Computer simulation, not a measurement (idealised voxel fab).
Process module name: voxel wiring stack
Cross-section cut: width 255 nm, square cells of 5 nm.
For the purposes of this document, a cross-section shall be understood as a grid of square cells, specified as bands listed in top-to-bottom order, each band consisting of one or more rows of cells. What a band's entry tells you: where the top is and where the bottom is, as heights in nm, and after that what lies inside, material by material from left to right, each with its width in nm. Empty space is written as the word "air", and a single material marked with the word "full width" occupies the band from edge to edge. Ref level 0: as-received wafer is one material below here. Bottom band extends down with no lower bound ("from 0 down"). Width: "30..40" (first number = top row, second number = bottom row, same change from row to row of cells). Given "same as before" for a step, no cell of the cross-section differs between before and after that step. Entry "Enclosed void entries". Content: empty spaces with no open connection to the top, size 8 cells or greater. Each: width x height at distance. Distance: from left edge. Unit: nm. The remark found on a step's line after its settings is issued by the simulator itself and pertains to that step. If you see "overlay nm" on a step's line and that step has a mask, it's telling you how far right of where it was planned the mask ended up; a negative number means it went left instead.
**The following list gives the planned process steps**
1. RECEIVE [material Si]
2. CONFORMAL_DEP [material SiO2] [thk nm 15]
3. CONFORMAL_DEP [material SiN] [thk nm 5]
4. DIRECTIONAL_DEP [material lowk] [thk nm 15]
5. DIRECTIONAL_DEP [material aC] [thk nm 10]
6. PATTERN [tone open] [mask id METAL_1] [material resist] [width nm 20] [pitch nm 35] [thk nm 25] [overlay nm 0]
7. DIRECTIONAL_ETCH [etch materials aC] [depth nm 10]
8. STRIP [etch materials resist]
9. DIRECTIONAL_ETCH [etch materials lowk] [depth nm 15]
10. DIRECTIONAL_ETCH [etch materials SiN] [depth nm 5]
11. STRIP [etch materials aC]
12. CONFORMAL_DEP [material TiN] [thk nm 5]
13. FILL_DEP [material Cu] [thk nm 10]
14. CMP [height nm 35]
15. CONFORMAL_DEP [material SiCN] [thk nm 5]
16. DIRECTIONAL_DEP [material lowk] [thk nm 30]
17. PATTERN [tone open] [mask id METAL_2_HOLES] [material resist] [width nm 15] [pitch nm 70] [thk nm 15] [overlay nm 0]
18. DIRECTIONAL_ETCH [etch materials lowk] [depth nm 30]
19. STRIP [etch materials resist]
20. MASKED_ETCH [tone open] [mask id METAL_2] [width nm 20] [pitch nm 35] [etch materials lowk] [depth nm 20] [overlay nm 0]
21. MASKED_ETCH [tone open] [mask id METAL_2] [width nm 20] [pitch nm 35] [etch materials SiCN] [depth nm 5] [overlay nm 0]
22. CONFORMAL_DEP [material TiN] [thk nm 5]
23. FILL_DEP [material Cu] [thk nm 5]
24. CMP [height nm 70]
25. CONFORMAL_DEP [material SiN] [thk nm 5]
**Concerning the first of two wafers, which was run in accordance with the plan**
**So this is the incoming wafer in cross-section - it's already been through step 1**
	from 0 down: Si full width
	Enclosed void entries: none
**You're looking at a cross-section of the wafer after step 2**
	from 15 to 0: SiO2 full width
	Below 0, no change.
**You're looking at a cross-section of the wafer after step 3**
	from 20 to 15: SiN full width
	Below 15, no change.
**You're looking at a cross-section of the wafer after step 4**
	from 35 to 20: lowk full width
	Below 20, no change.
**You're looking at a cross-section of the wafer after step 5**
	from 45 to 35: aC full width
	Below 35, no change.
**You're looking at a cross-section of the wafer after step 6**
	from 70 to 45: 65 of resist / 20 of air / 15 of resist / 20 of air / 15 of resist / 20 of air / 15 of resist / 20 of air / 65 of resist
	Below 45, no change.
**You're looking at a cross-section of the wafer after step 7**
	from 60 to 45: 65 of resist / 20 of air / 15 of resist / 20 of air / 15 of resist / 20 of air / 15 of resist / 20 of air / 65 of resist
	from 45 to 35: 65 of aC / 20 of air / 15 of aC / 20 of air / 15 of aC / 20 of air / 15 of aC / 20 of air / 65 of aC
	Below 35, no change.
**You're looking at a cross-section of the wafer after step 8**
	from 45 to 35: 65 of aC / 20 of air / 15 of aC / 20 of air / 15 of aC / 20 of air / 15 of aC / 20 of air / 65 of aC
	Below 35, no change.
**You're looking at a cross-section of the wafer after step 9**
	from 45 to 35: 65 of aC / 20 of air / 15 of aC / 20 of air / 15 of aC / 20 of air / 15 of aC / 20 of air / 65 of aC
	from 35 to 20: 65 of lowk / 20 of air / 15 of lowk / 20 of air / 15 of lowk / 20 of air / 15 of lowk / 20 of air / 65 of lowk
	Below 20, no change.
**You're looking at a cross-section of the wafer after step 10**
	from 45 to 35: 65 of aC / 20 of air / 15 of aC / 20 of air / 15 of aC / 20 of air / 15 of aC / 20 of air / 65 of aC
	from 35 to 20: 65 of lowk / 20 of air / 15 of lowk / 20 of air / 15 of lowk / 20 of air / 15 of lowk / 20 of air / 65 of lowk
	from 20 to 15: 65 of SiN / 20 of air / 15 of SiN / 20 of air / 15 of SiN / 20 of air / 15 of SiN / 20 of air / 65 of SiN
	Below 15, no change.
**You're looking at a cross-section of the wafer after step 11**
	from 35 to 20: 65 of lowk / 20 of air / 15 of lowk / 20 of air / 15 of lowk / 20 of air / 15 of lowk / 20 of air / 65 of lowk
	Below 20, no change.
**You're looking at a cross-section of the wafer after step 12**
	from 40 to 35: 70 of TiN / 10 of air / 25 of TiN / 10 of air / 25 of TiN / 10 of air / 25 of TiN / 10 of air / 70 of TiN
	from 35 to 20: 65 of lowk / 5 of TiN / 10 of air / 5 of TiN / 15 of lowk / 5 of TiN / 10 of air / 5 of TiN / 15 of lowk / 5 of TiN / 10 of air / 5 of TiN / 15 of lowk / 5 of TiN / 10 of air / 5 of TiN / 65 of lowk
	from 20 to 15: 65 of SiN / 20 of TiN / 15 of SiN / 20 of TiN / 15 of SiN / 20 of TiN / 15 of SiN / 20 of TiN / 65 of SiN
	Below 15, no change.
**You're looking at a cross-section of the wafer after step 13**
	from 50 to 40: Cu full width
	from 40 to 35: 70 of TiN / 10 of Cu / 25 of TiN / 10 of Cu / 25 of TiN / 10 of Cu / 25 of TiN / 10 of Cu / 70 of TiN
	from 35 to 20: 65 of lowk / 5 of TiN / 10 of Cu / 5 of TiN / 15 of lowk / 5 of TiN / 10 of Cu / 5 of TiN / 15 of lowk / 5 of TiN / 10 of Cu / 5 of TiN / 15 of lowk / 5 of TiN / 10 of Cu / 5 of TiN / 65 of lowk
	Below 20, no change.
**You're looking at a cross-section of the wafer after step 14**
	from 35 to 20: 65 of lowk / 5 of TiN / 10 of Cu / 5 of TiN / 15 of lowk / 5 of TiN / 10 of Cu / 5 of TiN / 15 of lowk / 5 of TiN / 10 of Cu / 5 of TiN / 15 of lowk / 5 of TiN / 10 of Cu / 5 of TiN / 65 of lowk
	Below 20, no change.
**You're looking at a cross-section of the wafer after step 15**
	from 40 to 35: SiCN full width
	Below 35, no change.
**You're looking at a cross-section of the wafer after step 16**
	from 70 to 40: lowk full width
	Below 40, no change.
**You're looking at a cross-section of the wafer after step 17**
	from 85 to 70: 65 of resist / 15 of air / 55 of resist / 15 of air / 105 of resist
	Below 70, no change.
**You're looking at a cross-section of the wafer after step 18**
	from 85 to 70: 65 of resist / 15 of air / 55 of resist / 15 of air / 105 of resist
	from 70 to 40: 65 of lowk / 15 of air / 55 of lowk / 15 of air / 105 of lowk
	Below 40, no change.
**You're looking at a cross-section of the wafer after step 19**
	from 70 to 40: 65 of lowk / 15 of air / 55 of lowk / 15 of air / 105 of lowk
	Below 40, no change.
**You're looking at a cross-section of the wafer after step 20**
	from 70 to 50: 65 of lowk / 20 of air / 15 of lowk / 20 of air / 15 of lowk / 20 of air / 15 of lowk / 20 of air / 65 of lowk
	Below 50, no change.
**You're looking at a cross-section of the wafer after step 21**
	from 70 to 50: 65 of lowk / 20 of air / 15 of lowk / 20 of air / 15 of lowk / 20 of air / 15 of lowk / 20 of air / 65 of lowk
	from 50 to 40: 65 of lowk / 15 of air / 55 of lowk / 15 of air / 105 of lowk
	from 40 to 35: 65 of SiCN / 15 of air / 55 of SiCN / 15 of air / 105 of SiCN
	Below 35, no change.
**You're looking at a cross-section of the wafer after step 22**
	from 75 to 70: 70 of TiN / 10 of air / 25 of TiN / 10 of air / 25 of TiN / 10 of air / 25 of TiN / 10 of air / 70 of TiN
	from 70 to 55: 65 of lowk / 5 of TiN / 10 of air / 5 of TiN / 15 of lowk / 5 of TiN / 10 of air / 5 of TiN / 15 of lowk / 5 of TiN / 10 of air / 5 of TiN / 15 of lowk / 5 of TiN / 10 of air / 5 of TiN / 65 of lowk
	from 55 to 50: 65 of lowk / 5 of TiN / 5 of air / 10 of TiN / 15 of lowk / 20 of TiN / 15 of lowk / 5 of TiN / 5 of air / 10 of TiN / 15 of lowk / 20 of TiN / 65 of lowk
	from 50 to 40: 65 of lowk / 5 of TiN / 5 of air / 5 of TiN / 55 of lowk / 5 of TiN / 5 of air / 5 of TiN / 105 of lowk
	from 40 to 35: 65 of SiCN / 15 of TiN / 55 of SiCN / 15 of TiN / 105 of SiCN
	Below 35, no change.
**You're looking at a cross-section of the wafer after step 23**
	from 80 to 75: Cu full width
	from 75 to 70: 70 of TiN / 10 of Cu / 25 of TiN / 10 of Cu / 25 of TiN / 10 of Cu / 25 of TiN / 10 of Cu / 70 of TiN
	from 70 to 55: 65 of lowk / 5 of TiN / 10 of Cu / 5 of TiN / 15 of lowk / 5 of TiN / 10 of Cu / 5 of TiN / 15 of lowk / 5 of TiN / 10 of Cu / 5 of TiN / 15 of lowk / 5 of TiN / 10 of Cu / 5 of TiN / 65 of lowk
	from 55 to 50: 65 of lowk / 5 of TiN / 5 of Cu / 10 of TiN / 15 of lowk / 20 of TiN / 15 of lowk / 5 of TiN / 5 of Cu / 10 of TiN / 15 of lowk / 20 of TiN / 65 of lowk
	from 50 to 40: 65 of lowk / 5 of TiN / 5 of Cu / 5 of TiN / 55 of lowk / 5 of TiN / 5 of Cu / 5 of TiN / 105 of lowk
	Below 40, no change.
**You're looking at a cross-section of the wafer after step 24**
	from 70 to 55: 65 of lowk / 5 of TiN / 10 of Cu / 5 of TiN / 15 of lowk / 5 of TiN / 10 of Cu / 5 of TiN / 15 of lowk / 5 of TiN / 10 of Cu / 5 of TiN / 15 of lowk / 5 of TiN / 10 of Cu / 5 of TiN / 65 of lowk
	Below 55, no change.
**You're looking at a cross-section of the wafer after step 25**
	from 75 to 70: SiN full width
	Below 70, no change.
**Second Wafer (Identical Start and Plan, One Processing Error; Matches First Wafer Through Step 5)**
**Cross-section: second wafer, time at which step 6 was scheduled to end**
	from 70 to 45: 70 of resist / 15 of air / 20 of resist / 15 of air / 20 of resist / 15 of air / 20 of resist / 15 of air / 65 of resist
	Below 45, no change.
**Cross-section: second wafer, time at which step 7 was scheduled to end**
	from 60 to 45: 70 of resist / 15 of air / 20 of resist / 15 of air / 20 of resist / 15 of air / 20 of resist / 15 of air / 65 of resist
	from 45 to 35: 70 of aC / 15 of air / 20 of aC / 15 of air / 20 of aC / 15 of air / 20 of aC / 15 of air / 65 of aC
	Below 35, no change.
**Cross-section: second wafer, time at which step 8 was scheduled to end**
	from 45 to 35: 70 of aC / 15 of air / 20 of aC / 15 of air / 20 of aC / 15 of air / 20 of aC / 15 of air / 65 of aC
	Below 35, no change.
**Cross-section: second wafer, time at which step 9 was scheduled to end**
	from 45 to 35: 70 of aC / 15 of air / 20 of aC / 15 of air / 20 of aC / 15 of air / 20 of aC / 15 of air / 65 of aC
	from 35 to 20: 70 of lowk / 15 of air / 20 of lowk / 15 of air / 20 of lowk / 15 of air / 20 of lowk / 15 of air / 65 of lowk
	Below 20, no change.
**Cross-section: second wafer, time at which step 10 was scheduled to end**
	from 45 to 35: 70 of aC / 15 of air / 20 of aC / 15 of air / 20 of aC / 15 of air / 20 of aC / 15 of air / 65 of aC
	from 35 to 20: 70 of lowk / 15 of air / 20 of lowk / 15 of air / 20 of lowk / 15 of air / 20 of lowk / 15 of air / 65 of lowk
	from 20 to 15: 70 of SiN / 15 of air / 20 of SiN / 15 of air / 20 of SiN / 15 of air / 20 of SiN / 15 of air / 65 of SiN
	Below 15, no change.
**Cross-section: second wafer, time at which step 11 was scheduled to end**
	from 35 to 20: 70 of lowk / 15 of air / 20 of lowk / 15 of air / 20 of lowk / 15 of air / 20 of lowk / 15 of air / 65 of lowk
	Below 20, no change.
**Cross-section: second wafer, time at which step 12 was scheduled to end**
	from 40 to 35: 75 of TiN / 5 of air / 30 of TiN / 5 of air / 30 of TiN / 5 of air / 30 of TiN / 5 of air / 70 of TiN
	from 35 to 20: 70 of lowk / 5 of TiN / 5 of air / 5 of TiN / 20 of lowk / 5 of TiN / 5 of air / 5 of TiN / 20 of lowk / 5 of TiN / 5 of air / 5 of TiN / 20 of lowk / 5 of TiN / 5 of air / 5 of TiN / 65 of lowk
	from 20 to 15: 70 of SiN / 15 of TiN / 20 of SiN / 15 of TiN / 20 of SiN / 15 of TiN / 20 of SiN / 15 of TiN / 65 of SiN
	Below 15, no change.
**Cross-section: second wafer, time at which step 13 was scheduled to end**
	from 50 to 40: Cu full width
	from 40 to 35: 75 of TiN / 5 of Cu / 30 of TiN / 5 of Cu / 30 of TiN / 5 of Cu / 30 of TiN / 5 of Cu / 70 of TiN
	from 35 to 20: 70 of lowk / 5 of TiN / 5 of Cu / 5 of TiN / 20 of lowk / 5 of TiN / 5 of Cu / 5 of TiN / 20 of lowk / 5 of TiN / 5 of Cu / 5 of TiN / 20 of lowk / 5 of TiN / 5 of Cu / 5 of TiN / 65 of lowk
	Below 20, no change.
**Cross-section: second wafer, time at which step 14 was scheduled to end**
	from 35 to 20: 70 of lowk / 5 of TiN / 5 of Cu / 5 of TiN / 20 of lowk / 5 of TiN / 5 of Cu / 5 of TiN / 20 of lowk / 5 of TiN / 5 of Cu / 5 of TiN / 20 of lowk / 5 of TiN / 5 of Cu / 5 of TiN / 65 of lowk
	Below 20, no change.
**Cross-section: second wafer, time at which step 15 was scheduled to end**
	from 40 to 35: SiCN full width
	Below 35, no change.
**Cross-section: second wafer, time at which step 16 was scheduled to end**
	from 70 to 40: lowk full width
	Below 40, no change.
**Cross-section: second wafer, time at which step 17 was scheduled to end**
	from 85 to 70: 65 of resist / 15 of air / 55 of resist / 15 of air / 105 of resist
	Below 70, no change.
**Cross-section: second wafer, time at which step 18 was scheduled to end**
	from 85 to 70: 65 of resist / 15 of air / 55 of resist / 15 of air / 105 of resist
	from 70 to 40: 65 of lowk / 15 of air / 55 of lowk / 15 of air / 105 of lowk
	Below 40, no change.
**Cross-section: second wafer, time at which step 19 was scheduled to end**
	from 70 to 40: 65 of lowk / 15 of air / 55 of lowk / 15 of air / 105 of lowk
	Below 40, no change.
**Cross-section: second wafer, time at which step 20 was scheduled to end**
	from 70 to 50: 65 of lowk / 20 of air / 15 of lowk / 20 of air / 15 of lowk / 20 of air / 15 of lowk / 20 of air / 65 of lowk
	Below 50, no change.
**Cross-section: second wafer, time at which step 21 was scheduled to end**
	from 70 to 50: 65 of lowk / 20 of air / 15 of lowk / 20 of air / 15 of lowk / 20 of air / 15 of lowk / 20 of air / 65 of lowk
	from 50 to 40: 65 of lowk / 15 of air / 55 of lowk / 15 of air / 105 of lowk
	from 40 to 35: 65 of SiCN / 15 of air / 55 of SiCN / 15 of air / 105 of SiCN
	Below 35, no change.
**Cross-section: second wafer, time at which step 22 was scheduled to end**
	from 75 to 70: 70 of TiN / 10 of air / 25 of TiN / 10 of air / 25 of TiN / 10 of air / 25 of TiN / 10 of air / 70 of TiN
	from 70 to 55: 65 of lowk / 5 of TiN / 10 of air / 5 of TiN / 15 of lowk / 5 of TiN / 10 of air / 5 of TiN / 15 of lowk / 5 of TiN / 10 of air / 5 of TiN / 15 of lowk / 5 of TiN / 10 of air / 5 of TiN / 65 of lowk
	from 55 to 50: 65 of lowk / 5 of TiN / 5 of air / 10 of TiN / 15 of lowk / 20 of TiN / 15 of lowk / 5 of TiN / 5 of air / 10 of TiN / 15 of lowk / 20 of TiN / 65 of lowk
	from 50 to 40: 65 of lowk / 5 of TiN / 5 of air / 5 of TiN / 55 of lowk / 5 of TiN / 5 of air / 5 of TiN / 105 of lowk
	from 40 to 35: 65 of SiCN / 15 of TiN / 55 of SiCN / 15 of TiN / 105 of SiCN
	Below 35, no change.
**Cross-section: second wafer, time at which step 23 was scheduled to end**
	from 80 to 75: Cu full width
	from 75 to 70: 70 of TiN / 10 of Cu / 25 of TiN / 10 of Cu / 25 of TiN / 10 of Cu / 25 of TiN / 10 of Cu / 70 of TiN
	from 70 to 55: 65 of lowk / 5 of TiN / 10 of Cu / 5 of TiN / 15 of lowk / 5 of TiN / 10 of Cu / 5 of TiN / 15 of lowk / 5 of TiN / 10 of Cu / 5 of TiN / 15 of lowk / 5 of TiN / 10 of Cu / 5 of TiN / 65 of lowk
	from 55 to 50: 65 of lowk / 5 of TiN / 5 of Cu / 10 of TiN / 15 of lowk / 20 of TiN / 15 of lowk / 5 of TiN / 5 of Cu / 10 of TiN / 15 of lowk / 20 of TiN / 65 of lowk
	from 50 to 40: 65 of lowk / 5 of TiN / 5 of Cu / 5 of TiN / 55 of lowk / 5 of TiN / 5 of Cu / 5 of TiN / 105 of lowk
	Below 40, no change.
**Cross-section: second wafer, time at which step 24 was scheduled to end**
	from 70 to 55: 65 of lowk / 5 of TiN / 10 of Cu / 5 of TiN / 15 of lowk / 5 of TiN / 10 of Cu / 5 of TiN / 15 of lowk / 5 of TiN / 10 of Cu / 5 of TiN / 15 of lowk / 5 of TiN / 10 of Cu / 5 of TiN / 65 of lowk
	Below 55, no change.
**Cross-section: second wafer, time at which step 25 was scheduled to end**
	from 75 to 70: SiN full width
	Below 70, no change.
What was done differently from what was planned? not per plan at step 6, really ran PATTERN [tone open] [mask id METAL_1] [material resist] [width nm 15] [pitch nm 35] [thk nm 25] [overlay nm 0]
Counted in cells at the end, the second wafer holds more or fewer of these materials than the first: Cu: 12 fewer; SiN: 4 more; TiN: 4 fewer; lowk: 12 more
